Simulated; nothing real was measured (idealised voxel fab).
You're looking at the process module voxel air gaps.
Cross-section cut spans 215 nm and uses square cells 5 nm in size.
Each cross-section below is a grid of square cells, stated as bands in top-down order, with one or more rows of cells making up each band.
Top, bottom (nm), then materials left to right with widths (nm); lone material tagged "full width" fills the whole band edge to edge; "blank" = empty space.
Height is counted from the level 0, under which the received wafer is composed throughout of one material. The lowest of the bands is not closed at the bottom but continues downward, in the notation "0 down".
Read "30..40" as a graded width: first number on top, second number at the bottom, same change between each pair of neighbouring rows.
You'll sometimes find "no alterations made" written for a step, and that's the way of saying that nowhere in the cross-section did a cell change during that step.
Listed in "Listed closed voids": every empty space of 8 or more cells without an open way to the top. Form: width x height at distance, the distance being from the left edge, all in nm.
What comes after the settings on a step's line is commentary from the simulator itself on that step.
When a step includes a mask, the "overlay nm" setting on its line states how far to the right of its planned place that mask lay, and negative values state how far to the left.
-- The following list gives the planned process steps
1: op RECEIVE | material Si
2: op CONFORMAL_DEP | material SiO2 | thk nm 15
3: op CONFORMAL_DEP | material SiN | thk nm 5
4: op DIRECTIONAL_DEP | material SiO2 | thk nm 40
5: op MASKED_ETCH | tone open | mask id LINES | width nm 25 | pitch nm 55 | etch materials SiO2 | depth nm 40 | overlay nm 0
6: op CONFORMAL_DEP | material TiN | thk nm 5
7: op FILL_DEP | material Cu | thk nm 5
8: op CMP | height nm 60
9: op EPI | material Ru | thk nm 10
10: op SELECTIVE_ETCH | etch materials SiO2 | depth nm 50
11: op CONFORMAL_DEP | material SiCN | thk nm 5
-- Concerning the first of two wafers, which was run in accordance with the plan
-- Wafer cross-section on receipt, i.e. after step 1
	0 down: Si full width
	Listed closed voids: none
-- Upon completion of step 2, the wafer appears in cross-section as shown
	15 to 0: SiO2 full width
	Rest of section, below 0: as before.
-- Upon completion of step 3, the wafer appears in cross-section as shown
	20 to 15: SiN full width
	Rest of section, below 15: as before.
-- Upon completion of step 4, the wafer appears in cross-section as shown
	60 to 20: SiO2 full width
	Rest of section, below 20: as before.
-- Upon completion of step 5, the wafer appears in cross-section as shown
	60 to 20: 40 nm SiO2, then 25 nm blank, then 30 nm SiO2, then 25 nm blank, then 30 nm SiO2, then 25 nm blank, then 40 nm SiO2
	Rest of section, below 20: as before.
-- Upon completion of step 6, the wafer appears in cross-section as shown
	65 to 60: 45 nm TiN, then 15 nm blank, then 40 nm TiN, then 15 nm blank, then 40 nm TiN, then 15 nm blank, then 45 nm TiN
	60 to 25: 40 nm SiO2, then 5 nm TiN, then 15 nm blank, then 5 nm TiN, then 30 nm SiO2, then 5 nm TiN, then 15 nm blank, then 5 nm TiN, then 30 nm SiO2, then 5 nm TiN, then 15 nm blank, then 5 nm TiN, then 40 nm SiO2
	25 to 20: 40 nm SiO2, then 25 nm TiN, then 30 nm SiO2, then 25 nm TiN, then 30 nm SiO2, then 25 nm TiN, then 40 nm SiO2
	Rest of section, below 20: as before.
-- Upon completion of step 7, the wafer appears in cross-section as shown
	70 to 65: Cu full width
	65 to 60: 45 nm TiN, then 15 nm Cu, then 40 nm TiN, then 15 nm Cu, then 40 nm TiN, then 15 nm Cu, then 45 nm TiN
	60 to 25: 40 nm SiO2, then 5 nm TiN, then 15 nm Cu, then 5 nm TiN, then 30 nm SiO2, then 5 nm TiN, then 15 nm Cu, then 5 nm TiN, then 30 nm SiO2, then 5 nm TiN, then 15 nm Cu, then 5 nm TiN, then 40 nm SiO2
	Rest of section, below 25: as before.
-- Upon completion of step 8, the wafer appears in cross-section as shown
	60 to 25: 40 nm SiO2, then 5 nm TiN, then 15 nm Cu, then 5 nm TiN, then 30 nm SiO2, then 5 nm TiN, then 15 nm Cu, then 5 nm TiN, then 30 nm SiO2, then 5 nm TiN, then 15 nm Cu, then 5 nm TiN, then 40 nm SiO2
	Rest of section, below 25: as before.
-- Upon completion of step 9, the wafer appears in cross-section as shown
	70 to 60: 30 nm blank, then 45 nm Ru, then 10 nm blank, then 45 nm Ru, then 10 nm blank, then 45 nm Ru, then 30 nm blank
	Rest of section, below 60: as before.
-- Upon completion of step 10, the wafer appears in cross-section as shown
	70 to 60: 30 nm blank, then 45 nm Ru, then 10 nm blank, then 45 nm Ru, then 10 nm blank, then 45 nm Ru, then 30 nm blank
	60 to 25: 40 nm blank, then 5 nm TiN, then 15 nm Cu, then 5 nm TiN, then 30 nm blank, then 5 nm TiN, then 15 nm Cu, then 5 nm TiN, then 30 nm blank, then 5 nm TiN, then 15 nm Cu, then 5 nm TiN, then 40 nm blank
	25 to 20: 40 nm blank, then 25 nm TiN, then 30 nm blank, then 25 nm TiN, then 30 nm blank, then 25 nm TiN, then 40 nm blank
	Rest of section, below 20: as before.
-- Upon completion of step 11, the wafer appears in cross-section as shown
	75 to 70: 25 nm blank, then 165 nm SiCN, then 25 nm blank
	70 to 60: 25 nm blank, then 5 nm SiCN, then 45 nm Ru, then 10 nm SiCN, then 45 nm Ru, then 10 nm SiCN, then 45 nm Ru, then 5 nm SiCN, then 25 nm blank
	60 to 55: 25 nm blank, then 15 nm SiCN, then 5 nm TiN, then 15 nm Cu, then 5 nm TiN, then 30 nm SiCN, then 5 nm TiN, then 15 nm Cu, then 5 nm TiN, then 30 nm SiCN, then 5 nm TiN, then 15 nm Cu, then 5 nm TiN, then 15 nm SiCN, then 25 nm blank
	55 to 25: 35 nm blank, then 5 nm SiCN, then 5 nm TiN, then 15 nm Cu, then 5 nm TiN, then 5 nm SiCN, then 20 nm blank, then 5 nm SiCN, then 5 nm TiN, then 15 nm Cu, then 5 nm TiN, then 5 nm SiCN, then 20 nm blank, then 5 nm SiCN, then 5 nm TiN, then 15 nm Cu, then 5 nm TiN, then 5 nm SiCN, then 35 nm blank
	25 to 20: 40 nm SiCN, then 25 nm TiN, then 30 nm SiCN, then 25 nm TiN, then 30 nm SiCN, then 25 nm TiN, then 40 nm SiCN
	Rest of section, below 20: as before.
	Listed closed voids: 20 x 30 at 70; 20 x 30 at 125
-- The second wafer: identical to the first at the outset and in its planned sequence, differing only in that one mistake was made during processing; up to and including step 8, its path is the first wafer's path
-- Second wafer shown in cross-section at the time step 9 was slated to end
	60 to 25: 40 nm blank, then 5 nm TiN, then 15 nm Cu, then 5 nm TiN, then 30 nm blank, then 5 nm TiN, then 15 nm Cu, then 5 nm TiN, then 30 nm blank, then 5 nm TiN, then 15 nm Cu, then 5 nm TiN, then 40 nm blank
	25 to 20: 40 nm blank, then 25 nm TiN, then 30 nm blank, then 25 nm TiN, then 30 nm blank, then 25 nm TiN, then 40 nm blank
	Rest of section, below 20: as before.
-- Second wafer shown in cross-section at the time step 10 was slated to end
	70 to 60: 30 nm blank, then 45 nm Ru, then 10 nm blank, then 45 nm Ru, then 10 nm blank, then 45 nm Ru, then 30 nm blank
	60 to 25: 30 nm blank, then 10 nm Ru, then 5 nm TiN, then 15 nm Cu, then 5 nm TiN, then 10 nm Ru, then 10 nm blank, then 10 nm Ru, then 5 nm TiN, then 15 nm Cu, then 5 nm TiN, then 10 nm Ru, then 10 nm blank, then 10 nm Ru, then 5 nm TiN, then 15 nm Cu, then 5 nm TiN, then 10 nm Ru, then 30 nm blank
	25 to 20: 30 nm blank, then 10 nm Ru, then 25 nm TiN, then 10 nm Ru, then 10 nm blank, then 10 nm Ru, then 25 nm TiN, then 10 nm Ru, then 10 nm blank, then 10 nm Ru, then 25 nm TiN, then 10 nm Ru, then 30 nm blank
	Rest of section, below 20: as before.
-- Second wafer shown in cross-section at the time step 11 was slated to end
	75 to 70: 25 nm blank, then 165 nm SiCN, then 25 nm blank
	70 to 60: 25 nm blank, then 5 nm SiCN, then 45 nm Ru, then 10 nm SiCN, then 45 nm Ru, then 10 nm SiCN, then 45 nm Ru, then 5 nm SiCN, then 25 nm blank
	60 to 25: 25 nm blank, then 5 nm SiCN, then 10 nm Ru, then 5 nm TiN, then 15 nm Cu, then 5 nm TiN, then 10 nm Ru, then 10 nm SiCN, then 10 nm Ru, then 5 nm TiN, then 15 nm Cu, then 5 nm TiN, then 10 nm Ru, then 10 nm SiCN, then 10 nm Ru, then 5 nm TiN, then 15 nm Cu, then 5 nm TiN, then 10 nm Ru, then 5 nm SiCN, then 25 nm blank
	25 to 20: 30 nm SiCN, then 10 nm Ru, then 25 nm TiN, then 10 nm Ru, then 10 nm SiCN, then 10 nm Ru, then 25 nm TiN, then 10 nm Ru, then 10 nm SiCN, then 10 nm Ru, then 25 nm TiN, then 10 nm Ru, then 30 nm SiCN
	Rest of section, below 20: as before.
What went wrong in running the wafer? steps 9 and 10 got flipped, so each one ran where the other should have
The second wafer ends with more or fewer cells of some materials than the first, per final count: +96 Ru, -24 SiCN
On completion, 0 closed voids are found in the second wafer, whereas the first wafer has 2.
